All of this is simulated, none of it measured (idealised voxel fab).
The process module presented herein is designated voxel air gaps.
235 nm wide, 5 nm square cells: that's cross-section cut.
Each cross-section below is a grid of square cells, stated as bands in top-down order, with one or more rows of cells making up each band.
This entry defines a band. It first specifies the height of the band's top and the height of its bottom in nm, and then specifies the band's materials from left to right, stating each material with its width in nm. The word "full width" identifies a single material that fills the band from edge to edge, while the word "blank" identifies empty space.
Below 0: as-received wafer, all one material; heights counted from there. Lowest band: no bottom, goes on down, written "0 down".
Per-row width for "30->40": begins at first number (top row of band), ends at second number (bottom row), increment between rows held constant.
Basically "no alterations made" means that step didn't change any cell in the cross-section.
"Entrapped void list" enumerates empty spaces isolated from the top, with no open way to it, that contain at least 8 cells, giving each as width x height at distance from the left edge, all three in nm.
Anything after a step's settings on that line? It's the simulator's own note about the step.
overlay nm: right-of-plan distance of the mask on a masked step; negative values mean left-of-plan.

# Planned process steps
1. RECEIVE (material Si)
2. CONFORMAL_DEP (material SiO2; thk nm 10)
3. CONFORMAL_DEP (material SiN; thk nm 5)
4. DIRECTIONAL_DEP (material SiO2; thk nm 40)
5. DIRECTIONAL_DEP (material aC; thk nm 15)
6. PATTERN (tone open; mask id LINES; material resist; width nm 15; pitch nm 45; thk nm 30; overlay nm 0)
7. DIRECTIONAL_ETCH (etch materials aC; depth nm 15)
8. STRIP (etch materials resist)
9. DIRECTIONAL_ETCH (etch materials SiO2; depth nm 40)
10. STRIP (etch materials aC)
11. CONFORMAL_DEP (material TiN; thk nm 5)
12. FILL_DEP (material Ru; thk nm 10)
13. CMP (height nm 55)
14. EPI (material Ru; thk nm 10)
15. SELECTIVE_ETCH (etch materials SiO2; depth nm 50)
16. CONFORMAL_DEP (material SiN; thk nm 5)
The plan's step 6 width nm is the first wafer's value; the wafers differ in this setting and start identical.

# As-received cross-section, first of several wafers, post step 1
  0 down: Si full width
  Entrapped void list: none

# So in this table every wafer gets its own row, and what you see is where it stands at the end of the module: for each material, how many cells it picked up (+) or gave up (-) since we received it, and after that its closed voids
width nm 15; +63 Ru; +178 SiN; +94 SiO2; +51 TiN; Entrapped void list: 20 x 30 at 85; 20 x 30 at 130
width nm 20; +90 Ru; +170 SiN; +94 SiO2; +54 TiN; Entrapped void list: 15 x 30 at 90; 15 x 30 at 135
width nm 25; +117 Ru; +122 SiN; +158 SiO2; +57 TiN; Entrapped void list: none
width nm 30; +140 Ru; +122 SiN; +142 SiO2; +60 TiN; Entrapped void list: none
